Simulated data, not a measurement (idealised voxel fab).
The document below concerns the process module designated voxel transistor to metal.
We display cut, a cross-section 170 nm in width whose square cells are each 5 nm.
Cross-section = grid of square cells, listed top down in bands; band = one or more rows. Top, bottom (nm), then materials left to right with widths (nm); lone material tagged "full width" fills the whole band edge to edge; "air" = empty space. Where do heights start? At 0: under that level the wafer as delivered is made of one material only. And the lowest band has no floor; it just carries on downward, as in "0 -> down". Width: "30 to 40" (first number = top row, second number = bottom row, same change from row to row of cells). What does "left unchanged" mean for a step? It means no cell of the cross-section changed in that step. Basically, "Entrapped void list" tells you about the enclosed voids: empty spaces with no open way to the top, 8 cells or bigger, each written width x height at distance, where distance is from the left edge, all in nm. Post-settings text on a step line: simulator's own remark regarding the step. A step's line can hold "overlay nm"; with a mask on that step, the setting says how far right of the planned place the mask lay, while a negative setting says it lay to the left. Reading guide: pairs of cross-sections, before and after one process step; after view cut off at lowest changed band; step and settings listed under each pair. Pairs may stem from different runs of this module on the same starting wafer; continuity with the pair above only where the "Before-step section" entry states it.

### Before-step section
> 30 -> 15: air 35 nm; resist 105 nm; air 30 nm
> 15 -> 0: air 35 nm; SiN 105 nm; air 30 nm
> 0 -> -5: air 35 nm; SiO2 105 nm; air 30 nm
> -5 -> down: Si full width
> Entrapped void list: none

### Post-Step Geometry
> 30 -> 15: air 35 nm; resist 105 nm; air 30 nm
> 15 -> 0: air 35 nm; SiN 105 nm; air 30 nm
> 0 -> -5: air 35 nm; SiO2 105 nm; air 30 nm
> -5 -> -30: air 35 nm; Si 105 nm; air 30 nm
> For the remainder of the cross-section, below -30, there is no change.
> Entrapped void list: none
Before/after cross-sections above; step in between: DIRECTIONAL_ETCH,etch materials Si,depth nm 25

Before-step section: This step starts from the configuration shown after the step in the pair immediately above.

### Post-Step Geometry
> 15 -> 0: air 35 nm; SiN 105 nm; air 30 nm
> For the remainder of the cross-section, below 0, there is no change.
> Entrapped void list: none
Before/after cross-sections above; step in between: STRIP,etch materials resist

Before-step section: This step starts from the configuration shown after the step in the pair immediately above.

### Post-Step Geometry
> 30 -> 15: SiO2 full width
> 15 -> 0: SiO2 35 nm; SiN 105 nm; SiO2 30 nm
> 0 -> -5: SiO2 full width
> -5 -> -30: SiO2 35 nm; Si 105 nm; SiO2 30 nm
> For the remainder of the cross-section, below -30, there is no change.
> Entrapped void list: none
Before/after cross-sections above; step in between: FILL_DEP,material SiO2,thk nm 15

Before-step section: This step starts from the configuration shown after the step in the pair immediately above.

### Post-Step Geometry
> 15 -> 0: SiO2 35 nm; SiN 105 nm; SiO2 30 nm
> For the remainder of the cross-section, below 0, there is no change.
> Entrapped void list: none
Before/after cross-sections above; step in between: CMP,height nm 15

Before-step section: This step starts from the configuration shown after the step in the pair immediately above.

### Post-Step Geometry
> 15 -> 5: air 35 nm; SiN 105 nm; air 30 nm
> For the remainder of the cross-section, below 5, there is no change.
> Entrapped void list: none
Before/after cross-sections above; step in between: SELECTIVE_ETCH,etch materials SiO2,depth nm 10

Before-step section: This step starts from the configuration shown after the step in the pair immediately above.

### Post-Step Geometry
> 5 -> 0: SiO2 35 nm; air 105 nm; SiO2 30 nm
> For the remainder of the cross-section, below 0, there is no change.
> Entrapped void list: none
Before/after cross-sections above; step in between: STRIP,etch materials SiN

Before-step section: This step starts from the configuration shown after the step in the pair immediately above.

### Post-Step Geometry
> 0 -> -5: SiO2 30 nm; air 115 nm; SiO2 25 nm
> For the remainder of the cross-section, below -5, there is no change.
> Entrapped void list: none
Before/after cross-sections above; step in between: SELECTIVE_ETCH,etch materials SiO2,depth nm 5

Before-step section: This step starts from the configuration shown after the step in the pair immediately above.

### Post-Step Geometry
> 0 -> -5: SiO2 30 nm; air 115 nm; SiO2 25 nm
> -5 -> -10: SiO2 full width
> For the remainder of the cross-section, below -10, there is no change.
> Entrapped void list: none
Before/after cross-sections above; step in between: OXIDIZE,depth nm 5

Before-step section: This step starts from the configuration shown after the step in the pair immediately above.

### Post-Step Geometry
> 30 -> 25: polySi 30 nm; air 115 nm; polySi 25 nm
> 25 -> 0: polySi full width
> 0 -> -5: SiO2 30 nm; polySi 115 nm; SiO2 25 nm
> For the remainder of the cross-section, below -5, there is no change.
> Entrapped void list: none
Before/after cross-sections above; step in between: DIRECTIONAL_DEP,material polySi,thk nm 30

Before-step section: This step starts from the configuration shown after the step in the pair immediately above.

### Post-Step Geometry
> 40 -> 35: SiCN 30 nm; air 115 nm; SiCN 25 nm
> 35 -> 30: SiCN full width
> 30 -> 25: polySi 30 nm; SiCN 115 nm; polySi 25 nm
> For the remainder of the cross-section, below 25, there is no change.
> Entrapped void list: none
Before/after cross-sections above; step in between: DIRECTIONAL_DEP,material SiCN,thk nm 10

Before-step section: This step starts from the configuration shown after the step in the pair immediately above.

### Post-Step Geometry
> 35 -> 30: air 75 nm; SiCN 20 nm; air 75 nm
> 30 -> 25: polySi 30 nm; air 45 nm; SiCN 20 nm; air 50 nm; polySi 25 nm
> For the remainder of the cross-section, below 25, there is no change.
> Entrapped void list: none
Before/after cross-sections above; step in between: MASKED_ETCH,tone cover,mask id GATE,width nm 20,etch materials SiCN,depth nm 20,overlay nm 0

Before-step section: This step starts from the configuration shown after the step in the pair immediately above.

### Post-Step Geometry
> 35 -> 25: air 75 nm; SiCN 20 nm; air 75 nm
> 25 -> 0: air 75 nm; polySi 20 nm; air 75 nm
> 0 -> -5: SiO2 30 nm; air 45 nm; polySi 20 nm; air 50 nm; SiO2 25 nm
> For the remainder of the cross-section, below -5, there is no change.
> Entrapped void list: none
Before/after cross-sections above; step in between: MASKED_ETCH,tone cover,mask id GATE,width nm 20,etch materials polySi,depth nm 40,overlay nm 0

Before-step section: This step starts from the configuration shown after the step in the pair immediately above.

### Post-Step Geometry
> 40 -> 35: air 70 nm; SiO2 30 nm; air 70 nm
> 35 -> 25: air 70 nm; SiO2 5 nm; SiCN 20 nm; SiO2 5 nm; air 70 nm
> 25 -> 5: air 70 nm; SiO2 5 nm; polySi 20 nm; SiO2 5 nm; air 70 nm
> 5 -> 0: SiO2 35 nm; air 35 nm; SiO2 5 nm; polySi 20 nm; SiO2 5 nm; air 40 nm; SiO2 30 nm
> 0 -> -5: SiO2 75 nm; polySi 20 nm; SiO2 75 nm
> For the remainder of the cross-section, below -5, there is no change.
> Entrapped void list: none
Before/after cross-sections above; step in between: CONFORMAL_DEP,material SiO2,thk nm 5

Before-step section: This step starts from the configuration shown after the step in the pair immediately above.

### Post-Step Geometry
> 35 -> 25: air 70 nm; SiO2 5 nm; SiCN 20 nm; SiO2 5 nm; air 70 nm
> 25 -> 0: air 70 nm; SiO2 5 nm; polySi 20 nm; SiO2 5 nm; air 70 nm
> 0 -> -5: SiO2 35 nm; air 35 nm; SiO2 5 nm; polySi 20 nm; SiO2 5 nm; air 40 nm; SiO2 30 nm
> For the remainder of the cross-section, below -5, there is no change.
> Entrapped void list: none
Before/after cross-sections above; step in between: DIRECTIONAL_ETCH,etch materials SiO2,depth nm 5

Before-step section: This step starts from the configuration shown after the step in the pair immediately above.

### Post-Step Geometry
> 40 -> 35: air 65 nm; SiN 40 nm; air 65 nm
> 35 -> 25: air 65 nm; SiN 5 nm; SiO2 5 nm; SiCN 20 nm; SiO2 5 nm; SiN 5 nm; air 65 nm
> 25 -> 5: air 65 nm; SiN 5 nm; SiO2 5 nm; polySi 20 nm; SiO2 5 nm; SiN 5 nm; air 65 nm
> 5 -> 0: SiN 40 nm; air 25 nm; SiN 5 nm; SiO2 5 nm; polySi 20 nm; SiO2 5 nm; SiN 5 nm; air 30 nm; SiN 35 nm
> 0 -> -5: SiO2 35 nm; SiN 35 nm; SiO2 5 nm; polySi 20 nm; SiO2 5 nm; SiN 40 nm; SiO2 30 nm
> For the remainder of the cross-section, below -5, there is no change.
> Entrapped void list: none
Before/after cross-sections above; step in between: CONFORMAL_DEP,material SiN,thk nm 5

Before-step section: This step starts from the configuration shown after the step in the pair immediately above.

### Post-Step Geometry
> 35 -> 25: air 65 nm; SiN 5 nm; SiO2 5 nm; SiCN 20 nm; SiO2 5 nm; SiN 5 nm; air 65 nm
> 25 -> 0: air 65 nm; SiN 5 nm; SiO2 5 nm; polySi 20 nm; SiO2 5 nm; SiN 5 nm; air 65 nm
> 0 -> -5: SiO2 35 nm; SiN 5 nm; air 25 nm; SiN 5 nm; SiO2 5 nm; polySi 20 nm; SiO2 5 nm; SiN 5 nm; air 30 nm; SiN 5 nm; SiO2 30 nm
> For the remainder of the cross-section, below -5, there is no change.
> Entrapped void list: none
Before/after cross-sections above; step in between: DIRECTIONAL_ETCH,etch materials SiN,depth nm 5

Before-step section: This step starts from the configuration shown after the step in the pair immediately above.

### Post-Step Geometry
> 35 -> 30: air 65 nm; SiN 5 nm; air 5 nm; SiCN 20 nm; air 5 nm; SiN 5 nm; air 65 nm
> 30 -> 25: air 65 nm; SiN 5 nm; SiO2 5 nm; SiCN 20 nm; SiO2 5 nm; SiN 5 nm; air 65 nm
> 25 -> 0: air 65 nm; SiN 5 nm; SiO2 5 nm; polySi 20 nm; SiO2 5 nm; SiN 5 nm; air 65 nm
> 0 -> -5: air 35 nm; SiN 5 nm; air 25 nm; SiN 5 nm; SiO2 5 nm; polySi 20 nm; SiO2 5 nm; SiN 5 nm; air 30 nm; SiN 5 nm; air 30 nm
> -5 -> -10: SiO2 40 nm; air 25 nm; SiO2 40 nm; air 30 nm; SiO2 35 nm
> For the remainder of the cross-section, below -10, there is no change.
> Entrapped void list: none
Before/after cross-sections above; step in between: DIRECTIONAL_ETCH,etch materials SiO2,depth nm 5

Before-step section: This step starts from the configuration shown after the step in the pair immediately above.

### Post-Step Geometry
> 35 -> 30: air 65 nm; SiN 5 nm; air 5 nm; SiCN 20 nm; air 5 nm; SiN 5 nm; air 65 nm
> 30 -> 25: air 65 nm; SiN 5 nm; SiO2 5 nm; SiCN 20 nm; SiO2 5 nm; SiN 5 nm; air 65 nm
> 25 -> 0: air 65 nm; SiN 5 nm; SiO2 5 nm; polySi 20 nm; SiO2 5 nm; SiN 5 nm; air 65 nm
> 0 -> -5: air 35 nm; SiN 5 nm; air 25 nm; SiN 5 nm; SiO2 5 nm; polySi 20 nm; SiO2 5 nm; SiN 5 nm; air 30 nm; SiN 5 nm; air 30 nm
> -5 -> -10: SiO2 40 nm; air 25 nm; SiO2 40 nm; air 30 nm; SiO2 35 nm
> -10 -> -25: SiO2 35 nm; Si 5 nm; air 25 nm; Si 40 nm; air 30 nm; Si 5 nm; SiO2 30 nm
> For the remainder of the cross-section, below -25, there is no change.
> Entrapped void list: none
Before/after cross-sections above; step in between: DIRECTIONAL_ETCH,etch materials Si,depth nm 15

Before-step section: This step starts from the configuration shown after the step in the pair immediately above.

### Post-Step Geometry
> 35 -> 30: air 65 nm; SiN 5 nm; air 5 nm; SiCN 20 nm; air 5 nm; SiN 5 nm; air 65 nm
> 30 -> 25: air 65 nm; SiN 5 nm; SiO2 5 nm; SiCN 20 nm; SiO2 5 nm; SiN 5 nm; air 65 nm
> 25 -> 10: air 65 nm; SiN 5 nm; SiO2 5 nm; polySi 20 nm; SiO2 5 nm; SiN 5 nm; air 65 nm
> 10 -> 0: air 30 nm; nSi 35 nm; SiN 5 nm; SiO2 5 nm; polySi 20 nm; SiO2 5 nm; SiN 5 nm; nSi 40 nm; air 25 nm
> 0 -> -5: air 30 nm; nSi 5 nm; SiN 5 nm; nSi 25 nm; SiN 5 nm; SiO2 5 nm; polySi 20 nm; SiO2 5 nm; SiN 5 nm; nSi 30 nm; SiN 5 nm; nSi 5 nm; air 25 nm
> -5 -> -10: SiO2 40 nm; nSi 25 nm; SiO2 40 nm; nSi 30 nm; SiO2 35 nm
> -10 -> -25: SiO2 35 nm; Si 5 nm; nSi 25 nm; Si 40 nm; nSi 30 nm; Si 5 nm; SiO2 30 nm
> For the remainder of the cross-section, below -25, there is no change.
> Entrapped void list: none
Before/after cross-sections above; step in between: EPI,material nSi,thk nm 20

Before-step section: This step starts from the configuration shown after the step in the pair immediately above.

### Post-Step Geometry
> 40 -> 35: SiO2 full width
> 35 -> 25: SiO2 65 nm; SiN 5 nm; SiO2 5 nm; SiCN 20 nm; SiO2 5 nm; SiN 5 nm; SiO2 65 nm
> 25 -> 10: SiO2 65 nm; SiN 5 nm; SiO2 5 nm; polySi 20 nm; SiO2 5 nm; SiN 5 nm; SiO2 65 nm
> 10 -> 0: SiO2 30 nm; nSi 35 nm; SiN 5 nm; SiO2 5 nm; polySi 20 nm; SiO2 5 nm; SiN 5 nm; nSi 40 nm; SiO2 25 nm
> 0 -> -5: SiO2 30 nm; nSi 5 nm; SiN 5 nm; nSi 25 nm; SiN 5 nm; SiO2 5 nm; polySi 20 nm; SiO2 5 nm; SiN 5 nm; nSi 30 nm; SiN 5 nm; nSi 5 nm; SiO2 25 nm
> For the remainder of the cross-section, below -5, there is no change.
> Entrapped void list: none
Before/after cross-sections above; step in between: FILL_DEP,material SiO2,thk nm 5

Before-step section: This step starts from the configuration shown after the step in the pair immediately above.

### Post-Step Geometry
> 35 -> 25: SiO2 65 nm; SiN 5 nm; SiO2 5 nm; SiCN 20 nm; SiO2 5 nm; SiN 5 nm; SiO2 65 nm
> For the remainder of the cross-section, below 25, there is no change.
> Entrapped void list: none
Before/after cross-sections above; step in between: CMP,height nm 35

Before-step section: This step starts from the configuration shown after the step in the pair immediately above.

### Post-Step Geometry
> 50 -> 35: SiO2 full width
> For the remainder of the cross-section, below 35, there is no change.
> Entrapped void list: none
Before/after cross-sections above; step in between: DIRECTIONAL_DEP,material SiO2,thk nm 15

Before-step section: This step starts from the configuration shown after the step in the pair immediately above.

### Post-Step Geometry
> 65 -> 50: resist 40 nm; air 30 nm; resist 30 nm; air 30 nm; resist 40 nm
> For the remainder of the cross-section, below 50, there is no change.
> Entrapped void list: none
Before/after cross-sections above; step in between: PATTERN,tone open,mask id CONTACT,material resist,width nm 30,pitch nm 60,thk nm 15,overlay nm 0

Before-step section: This step starts from the configuration shown after the step in the pair immediately above.

### Post-Step Geometry
> 65 -> 50: resist 40 nm; air 30 nm; resist 30 nm; air 30 nm; resist 40 nm
> 50 -> 35: SiO2 40 nm; air 30 nm; SiO2 30 nm; air 30 nm; SiO2 40 nm
> 35 -> 25: SiO2 40 nm; air 25 nm; SiN 5 nm; SiO2 5 nm; SiCN 20 nm; SiO2 5 nm; SiN 5 nm; air 25 nm; SiO2 40 nm
> 25 -> 10: SiO2 40 nm; air 25 nm; SiN 5 nm; SiO2 5 nm; polySi 20 nm; SiO2 5 nm; SiN 5 nm; air 25 nm; SiO2 40 nm
> For the remainder of the cross-section, below 10, there is no change.
> Entrapped void list: none
Before/after cross-sections above; step in between: DIRECTIONAL_ETCH,etch materials SiO2,depth nm 40

Before-step section: This step starts from the configuration shown after the step in the pair immediately above.

### Post-Step Geometry
> 50 -> 35: SiO2 40 nm; air 30 nm; SiO2 30 nm; air 30 nm; SiO2 40 nm
> For the remainder of the cross-section, below 35, there is no change.
> Entrapped void list: none
Before/after cross-sections above; step in between: STRIP,etch materials resist

Before-step section: This step starts from the configuration shown after the step in the pair immediately above.

### Post-Step Geometry
> 55 -> 50: TiN 45 nm; air 20 nm; TiN 40 nm; air 20 nm; TiN 45 nm
> 50 -> 40: SiO2 40 nm; TiN 5 nm; air 20 nm; TiN 5 nm; SiO2 30 nm; TiN 5 nm; air 20 nm; TiN 5 nm; SiO2 40 nm
> 40 -> 35: SiO2 40 nm; TiN 5 nm; air 15 nm; TiN 10 nm; SiO2 30 nm; TiN 10 nm; air 15 nm; TiN 5 nm; SiO2 40 nm
> 35 -> 25: SiO2 40 nm; TiN 5 nm; air 15 nm; TiN 5 nm; SiN 5 nm; SiO2 5 nm; SiCN 20 nm; SiO2 5 nm; SiN 5 nm; TiN 5 nm; air 15 nm; TiN 5 nm; SiO2 40 nm
> 25 -> 15: SiO2 40 nm; TiN 5 nm; air 15 nm; TiN 5 nm; SiN 5 nm; SiO2 5 nm; polySi 20 nm; SiO2 5 nm; SiN 5 nm; TiN 5 nm; air 15 nm; TiN 5 nm; SiO2 40 nm
> 15 -> 10: SiO2 40 nm; TiN 25 nm; SiN 5 nm; SiO2 5 nm; polySi 20 nm; SiO2 5 nm; SiN 5 nm; TiN 25 nm; SiO2 40 nm
> For the remainder of the cross-section, below 10, there is no change.
> Entrapped void list: none
Before/after cross-sections above; step in between: CONFORMAL_DEP,material TiN,thk nm 5

Before-step section: This step starts from the configuration shown after the step in the pair immediately above.

### Post-Step Geometry
> 65 -> 55: W full width
> 55 -> 50: TiN 45 nm; W 20 nm; TiN 40 nm; W 20 nm; TiN 45 nm
> 50 -> 40: SiO2 40 nm; TiN 5 nm; W 20 nm; TiN 5 nm; SiO2 30 nm; TiN 5 nm; W 20 nm; TiN 5 nm; SiO2 40 nm
> 40 -> 35: SiO2 40 nm; TiN 5 nm; W 15 nm; TiN 10 nm; SiO2 30 nm; TiN 10 nm; W 15 nm; TiN 5 nm; SiO2 40 nm
> 35 -> 25: SiO2 40 nm; TiN 5 nm; W 15 nm; TiN 5 nm; SiN 5 nm; SiO2 5 nm; SiCN 20 nm; SiO2 5 nm; SiN 5 nm; TiN 5 nm; W 15 nm; TiN 5 nm; SiO2 40 nm
> 25 -> 15: SiO2 40 nm; TiN 5 nm; W 15 nm; TiN 5 nm; SiN 5 nm; SiO2 5 nm; polySi 20 nm; SiO2 5 nm; SiN 5 nm; TiN 5 nm; W 15 nm; TiN 5 nm; SiO2 40 nm
> For the remainder of the cross-section, below 15, there is no change.
> Entrapped void list: none
Before/after cross-sections above; step in between: FILL_DEP,material W,thk nm 10

Before-step section: This step starts from the configuration shown after the step in the pair immediately above.

### Post-Step Geometry
> 50 -> 40: SiO2 40 nm; TiN 5 nm; W 20 nm; TiN 5 nm; SiO2 30 nm; TiN 5 nm; W 20 nm; TiN 5 nm; SiO2 40 nm
> For the remainder of the cross-section, below 40, there is no change.
> Entrapped void list: none
Before/after cross-sections above; step in between: CMP,height nm 50

Before-step section: This step starts from the configuration shown after the step in the pair immediately above.

### Post-Step Geometry
> 55 -> 50: TiN full width
> For the remainder of the cross-section, below 50, there is no change.
> Entrapped void list: none
Before/after cross-sections above; step in between: DIRECTIONAL_DEP,material TiN,thk nm 5

Before-step section: This step starts from the configuration shown after the step in the pair immediately above.

### Post-Step Geometry
> 70 -> 55: W full width
> For the remainder of the cross-section, below 55, there is no change.
> Entrapped void list: none
Before/after cross-sections above; step in between: DIRECTIONAL_DEP,material W,thk nm 15

Before-step section: This step starts from the configuration shown after the step in the pair immediately above.

### Post-Step Geometry
> 85 -> 70: air 40 nm; resist 20 nm; air 50 nm; resist 20 nm; air 40 nm
> For the remainder of the cross-section, below 70, there is no change.
> Entrapped void list: none
Before/after cross-sections above; step in between: PATTERN,tone cover,mask id METAL_1,material resist,width nm 20,pitch nm 70,thk nm 15,overlay nm 0

Before-step section: This step starts from the configuration shown after the step in the pair immediately above.

### Post-Step Geometry
> 85 -> 70: air 40 nm; resist 20 nm; air 50 nm; resist 20 nm; air 40 nm
> 70 -> 55: air 40 nm; W 20 nm; air 50 nm; W 20 nm; air 40 nm
> For the remainder of the cross-section, below 55, there is no change.
> Entrapped void list: none
Before/after cross-sections above; step in between: DIRECTIONAL_ETCH,etch materials W,depth nm 15

Before-step section: This step starts from the configuration shown after the step in the pair immediately above.

### Post-Step Geometry
> 85 -> 70: air 40 nm; resist 20 nm; air 50 nm; resist 20 nm; air 40 nm
> 70 -> 55: air 40 nm; W 20 nm; air 50 nm; W 20 nm; air 40 nm
> 55 -> 50: air 40 nm; TiN 20 nm; air 50 nm; TiN 20 nm; air 40 nm
> For the remainder of the cross-section, below 50, there is no change.
> Entrapped void list: none
Before/after cross-sections above; step in between: DIRECTIONAL_ETCH,etch materials TiN,depth nm 5

Before-step section: This step starts from the configuration shown after the step in the pair immediately above.

### Post-Step Geometry
> 70 -> 55: air 40 nm; W 20 nm; air 50 nm; W 20 nm; air 40 nm
> For the remainder of the cross-section, below 55, there is no change.
> Entrapped void list: none
Before/after cross-sections above; step in between: STRIP,etch materials resist

Before-step section: This step starts from the configuration shown after the step in the pair immediately above.

### Post-Step Geometry
> 75 -> 70: air 35 nm; SiN 30 nm; air 40 nm; SiN 30 nm; air 35 nm
> 70 -> 55: air 35 nm; SiN 5 nm; W 20 nm; SiN 5 nm; air 40 nm; SiN 5 nm; W 20 nm; SiN 5 nm; air 35 nm
> 55 -> 50: SiN 40 nm; TiN 20 nm; SiN 50 nm; TiN 20 nm; SiN 40 nm
> For the remainder of the cross-section, below 50, there is no change.
> Entrapped void list: none
Before/after cross-sections above; step in between: CONFORMAL_DEP,material SiN,thk nm 5

Before-step section: This step starts from the configuration shown after the step in the pair immediately above.

### Post-Step Geometry
> 85 -> 75: lowk full width
> 75 -> 70: lowk 35 nm; SiN 30 nm; lowk 40 nm; SiN 30 nm; lowk 35 nm
> 70 -> 55: lowk 35 nm; SiN 5 nm; W 20 nm; SiN 5 nm; lowk 40 nm; SiN 5 nm; W 20 nm; SiN 5 nm; lowk 35 nm
> For the remainder of the cross-section, below 55, there is no change.
> Entrapped void list: none
Before/after cross-sections above; step in between: FILL_DEP,material lowk,thk nm 10

Before-step section: This step starts from the configuration shown after the step in the pair immediately above.

### Post-Step Geometry
> 70 -> 55: lowk 35 nm; SiN 5 nm; W 20 nm; SiN 5 nm; lowk 40 nm; SiN 5 nm; W 20 nm; SiN 5 nm; lowk 35 nm
> For the remainder of the cross-section, below 55, there is no change.
> Entrapped void list: none
Before/after cross-sections above; step in between: CMP,height nm 70

Before-step section: This step starts from the configuration shown after the step in the pair immediately above.

### Post-Step Geometry
> 75 -> 70: SiCN full width
> For the remainder of the cross-section, below 70, there is no change.
> Entrapped void list: none
Before/after cross-sections above; step in between: CONFORMAL_DEP,material SiCN,thk nm 5

Before-step section: This step starts from the configuration shown after the step in the pair immediately above.

### Post-Step Geometry
> 100 -> 75: lowk full width
> For the remainder of the cross-section, below 75, there is no change.
> Entrapped void list: none
Before/after cross-sections above; step in between: DIRECTIONAL_DEP,material lowk,thk nm 25

Before-step section: This step starts from the configuration shown after the step in the pair immediately above.

### Post-Step Geometry
> 110 -> 100: aC full width
> For the remainder of the cross-section, below 100, there is no change.
> Entrapped void list: none
Before/after cross-sections above; step in between: DIRECTIONAL_DEP,material aC,thk nm 10

Before-step section: This step starts from the configuration shown after the step in the pair immediately above.

### Post-Step Geometry
> 135 -> 110: resist 40 nm; air 15 nm; resist 55 nm; air 15 nm; resist 45 nm
> For the remainder of the cross-section, below 110, there is no change.
> Entrapped void list: none
Before/after cross-sections above; step in between: PATTERN,tone open,mask id METAL_2_HOLES,material resist,width nm 15,pitch nm 70,thk nm 25,overlay nm 0

Before-step section: This step starts from the configuration shown after the step in the pair immediately above.

### Post-Step Geometry
> 125 -> 110: resist 40 nm; air 15 nm; resist 55 nm; air 15 nm; resist 45 nm
> 110 -> 100: aC 40 nm; air 15 nm; aC 55 nm; air 15 nm; aC 45 nm
> For the remainder of the cross-section, below 100, there is no change.
> Entrapped void list: none
Before/after cross-sections above; step in between: DIRECTIONAL_ETCH,etch materials aC,depth nm 10

Before-step section: This step starts from the configuration shown after the step in the pair immediately above.

### Post-Step Geometry
> 110 -> 100: aC 40 nm; air 15 nm; aC 55 nm; air 15 nm; aC 45 nm
> For the remainder of the cross-section, below 100, there is no change.
> Entrapped void list: none
Before/after cross-sections above; step in between: STRIP,etch materials resist

Before-step section: This step starts from the configuration shown after the step in the pair immediately above.

### Post-Step Geometry
> 110 -> 100: aC 40 nm; air 15 nm; aC 55 nm; air 15 nm; aC 45 nm
> 100 -> 75: lowk 40 nm; air 15 nm; lowk 55 nm; air 15 nm; lowk 45 nm
> For the remainder of the cross-section, below 75, there is no change.
> Entrapped void list: none
Before/after cross-sections above; step in between: DIRECTIONAL_ETCH,etch materials lowk,depth nm 25

Before-step section: This step starts from the configuration shown after the step in the pair immediately above.

### Post-Step Geometry
> 100 -> 75: lowk 40 nm; air 15 nm; lowk 55 nm; air 15 nm; lowk 45 nm
> For the remainder of the cross-section, below 75, there is no change.
> Entrapped void list: none
Before/after cross-sections above; step in between: STRIP,etch materials aC

Before-step section: This step starts from the configuration shown after the step in the pair immediately above.

### Post-Step Geometry
> 100 -> 85: lowk 40 nm; air 20 nm; lowk 50 nm; air 20 nm; lowk 40 nm
> For the remainder of the cross-section, below 85, there is no change.
> Entrapped void list: none
Before/after cross-sections above; step in between: MASKED_ETCH,tone open,mask id METAL_2,width nm 20,pitch nm 70,etch materials lowk,depth nm 15,overlay nm 0

Before-step section: This step starts from the configuration shown after the step in the pair immediately above.

### Post-Step Geometry
> 100 -> 85: lowk 40 nm; air 20 nm; lowk 50 nm; air 20 nm; lowk 40 nm
> 85 -> 75: lowk 40 nm; air 15 nm; lowk 55 nm; air 15 nm; lowk 45 nm
> 75 -> 70: SiCN 40 nm; air 15 nm; SiCN 55 nm; air 15 nm; SiCN 45 nm
> For the remainder of the cross-section, below 70, there is no change.
> Entrapped void list: none
Before/after cross-sections above; step in between: MASKED_ETCH,tone open,mask id METAL_2,width nm 20,pitch nm 70,etch materials SiCN,depth nm 5,overlay nm 0

Before-step section: This step starts from the configuration shown after the step in the pair immediately above.

### Post-Step Geometry
> 105 -> 100: TiN 45 nm; air 10 nm; TiN 60 nm; air 10 nm; TiN 45 nm
> 100 -> 90: lowk 40 nm; TiN 5 nm; air 10 nm; TiN 5 nm; lowk 50 nm; TiN 5 nm; air 10 nm; TiN 5 nm; lowk 40 nm
> 90 -> 85: lowk 40 nm; TiN 5 nm; air 5 nm; TiN 10 nm; lowk 50 nm; TiN 5 nm; air 5 nm; TiN 10 nm; lowk 40 nm
> 85 -> 75: lowk 40 nm; TiN 5 nm; air 5 nm; TiN 5 nm; lowk 55 nm; TiN 5 nm; air 5 nm; TiN 5 nm; lowk 45 nm
> 75 -> 70: SiCN 40 nm; TiN 15 nm; SiCN 55 nm; TiN 15 nm; SiCN 45 nm
> For the remainder of the cross-section, below 70, there is no change.
> Entrapped void list: none
Before/after cross-sections above; step in between: CONFORMAL_DEP,material TiN,thk nm 5

Before-step section: This step starts from the configuration shown after the step in the pair immediately above.

### Post-Step Geometry
> 115 -> 105: Cu full width
> 105 -> 100: TiN 45 nm; Cu 10 nm; TiN 60 nm; Cu 10 nm; TiN 45 nm
> 100 -> 90: lowk 40 nm; TiN 5 nm; Cu 10 nm; TiN 5 nm; lowk 50 nm; TiN 5 nm; Cu 10 nm; TiN 5 nm; lowk 40 nm
> 90 -> 85: lowk 40 nm; TiN 5 nm; Cu 5 nm; TiN 10 nm; lowk 50 nm; TiN 5 nm; Cu 5 nm; TiN 10 nm; lowk 40 nm
> 85 -> 75: lowk 40 nm; TiN 5 nm; Cu 5 nm; TiN 5 nm; lowk 55 nm; TiN 5 nm; Cu 5 nm; TiN 5 nm; lowk 45 nm
> For the remainder of the cross-section, below 75, there is no change.
> Entrapped void list: none
Before/after cross-sections above; step in between: FILL_DEP,material Cu,thk nm 10

Before-step section: This step starts from the configuration shown after the step in the pair immediately above.

### Post-Step Geometry
> 100 -> 90: lowk 40 nm; TiN 5 nm; Cu 10 nm; TiN 5 nm; lowk 50 nm; TiN 5 nm; Cu 10 nm; TiN 5 nm; lowk 40 nm
> For the remainder of the cross-section, below 90, there is no change.
> Entrapped void list: none
Before/after cross-sections above; step in between: CMP,height nm 100

Before-step section: This step starts from the configuration shown after the step in the pair immediately above.

### Post-Step Geometry
> 105 -> 100: SiCN full width
> For the remainder of the cross-section, below 100, there is no change.
> Entrapped void list: none
Before/after cross-sections above; step in between: CONFORMAL_DEP,material SiCN,thk nm 5

### Before-step section
> 15 -> 0: SiN full width
> 0 -> -5: SiO2 full width
> -5 -> down: Si full width
> Entrapped void list: none

### Post-Step Geometry
> 30 -> 15: air 40 nm; resist 110 nm; air 20 nm
> For the remainder of the cross-section, below 15, there is no change.
> Entrapped void list: none
Before/after cross-sections above; step in between: PATTERN,tone cover,mask id ACTIVE,material resist,width nm 110,thk nm 15,overlay nm 10

Before-step section: This step starts from the configuration shown after the step in the pair immediately above.

### Post-Step Geometry
> 30 -> 15: air 40 nm; resist 110 nm; air 20 nm
> 15 -> 0: air 40 nm; SiN 110 nm; air 20 nm
> For the remainder of the cross-section, below 0, there is no change.
> Entrapped void list: none
Before/after cross-sections above; step in between: DIRECTIONAL_ETCH,etch materials SiN,depth nm 15

Before-step section: This step starts from the configuration shown after the step in the pair immediately above.

### Post-Step Geometry
> 30 -> 15: air 40 nm; resist 110 nm; air 20 nm
> 15 -> 0: air 40 nm; SiN 110 nm; air 20 nm
> 0 -> -5: air 40 nm; SiO2 110 nm; air 20 nm
> For the remainder of the cross-section, below -5, there is no change.
> Entrapped void list: none
Before/after cross-sections above; step in between: DIRECTIONAL_ETCH,etch materials SiO2,depth nm 5

Before-step section: This step starts from the configuration shown after the step in the pair immediately above.

### Post-Step Geometry
> 30 -> 15: air 40 nm; resist 110 nm; air 20 nm
> 15 -> 0: air 40 nm; SiN 110 nm; air 20 nm
> 0 -> -5: air 40 nm; SiO2 110 nm; air 20 nm
> -5 -> -30: air 40 nm; Si 110 nm; air 20 nm
> For the remainder of the cross-section, below -30, there is no change.
> Entrapped void list: none
Before/after cross-sections above; step in between: DIRECTIONAL_ETCH,etch materials Si,depth nm 25

Before-step section: This step starts from the configuration shown after the step in the pair immediately above.

### Post-Step Geometry
> 15 -> 0: air 40 nm; SiN 110 nm; air 20 nm
> For the remainder of the cross-section, below 0, there is no change.
> Entrapped void list: none
Before/after cross-sections above; step in between: STRIP,etch materials resist

Before-step section: This step starts from the configuration shown after the step in the pair immediately above.

### Post-Step Geometry
> 30 -> 15: SiO2 full width
> 15 -> 0: SiO2 40 nm; SiN 110 nm; SiO2 20 nm
> 0 -> -5: SiO2 full width
> -5 -> -30: SiO2 40 nm; Si 110 nm; SiO2 20 nm
> For the remainder of the cross-section, below -30, there is no change.
> Entrapped void list: none
Before/after cross-sections above; step in between: FILL_DEP,material SiO2,thk nm 15
